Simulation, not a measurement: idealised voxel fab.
Process module, titled voxel wiring stack
Shown is cross-section cut, with a width of 165 nm and square cells of size 5 nm.
Cross-sections here: square-cell grids, written as top-down lists of bands, a band being one or more rows of cells.
Each band's line starts with the height of the band's top and of its bottom, in nm. Then come its materials from left to right, each with its width in nm. One material with "everywhere" fills the band from edge to edge. "empty" is empty space.
Note: height 0 marks the level under which the wafer is uniformly one material as received. Lowest band unbounded below, written "0..down".
Width "30..40": first value at the band's top row of cells, second value at its bottom row, equal change from row to row.
"nothing different" means the step left every cell of the cross-section as it was.
In the "Closed void inventory" entry, you get each enclosed empty space of 8 cells or more, one with no open way to the top, written width x height at distance, distance from the left edge, in nm.
Anything after a step's settings on that line? It's the simulator's own note about the step.
overlay nm: mask right of planned place by this much (step with mask). Neg. = left.
# plan
- 1: RECEIVE, material Si
- 2: CONFORMAL_DEP, material SiO2, thk nm 10
- 3: CONFORMAL_DEP, material SiCN, thk nm 5
- 4: DIRECTIONAL_DEP, material lowk, thk nm 20
- 5: MASKED_ETCH, tone open, mask id METAL_1, width nm 20, pitch nm 35, etch materials lowk, depth nm 20, overlay nm 0
- 6: MASKED_ETCH, tone open, mask id METAL_1, width nm 20, pitch nm 35, etch materials SiCN, depth nm 5, overlay nm 0
- 7: CONFORMAL_DEP, material TiN, thk nm 5
- 8: FILL_DEP, material Ru, thk nm 10
- 9: CMP, height nm 35
- 10: CONFORMAL_DEP, material SiCN, thk nm 5
- 11: DIRECTIONAL_DEP, material SiO2, thk nm 35
- 12: MASKED_ETCH, tone open, mask id METAL_2, width nm 20, pitch nm 35, etch materials SiO2, depth nm 20, overlay nm -15
- 13: MASKED_ETCH, tone open, mask id METAL_2_HOLES, width nm 15, pitch nm 70, etch materials SiO2, depth nm 15, overlay nm 0
- 14: MASKED_ETCH, tone open, mask id METAL_2_HOLES, width nm 15, pitch nm 70, etch materials SiCN, depth nm 5, overlay nm 0
- 15: CONFORMAL_DEP, material TiN, thk nm 5
- 16: FILL_DEP, material Cu, thk nm 5
- 17: CMP, height nm 75
- 18: CONFORMAL_DEP, material SiCN, thk nm 5
Where the wafers of this document differ is in the overlay nm of step 12; they start out the same, and the plan states the value that applied to the first wafer.
# The first of several wafers, as received after step 1, seen in section
> 0..down = Si everywhere
> Closed void inventory: none
# Heads up, this table goes wafer by wafer. A row tells you, at the end of the module, how many cells of each material that wafer has put on (+) or dropped (-) since it was received, and then its closed voids
overlay nm -15, +26 Cu, +24 Ru, +85 SiCN, +231 SiO2, +78 TiN, +84 lowk, Closed void inventory: none
overlay nm -10, +22 Cu, +24 Ru, +83 SiCN, +231 SiO2, +84 TiN, +84 lowk, Closed void inventory: none
overlay nm -5, +26 Cu, +24 Ru, +81 SiCN, +231 SiO2, +82 TiN, +84 lowk, Closed void inventory: none
overlay nm 0, +26 Cu, +24 Ru, +81 SiCN, +231 SiO2, +82 TiN, +84 lowk, Closed void inventory: none
overlay nm 5, +22 Cu, +24 Ru, +83 SiCN, +231 SiO2, +84 TiN, +84 lowk, Closed void inventory: none
overlay nm 10, +26 Cu, +24 Ru, +85 SiCN, +231 SiO2, +78 TiN, +84 lowk, Closed void inventory: none
overlay nm 15, +34 Cu, +24 Ru, +87 SiCN, +231 SiO2, +68 TiN, +84 lowk, Closed void inventory: none
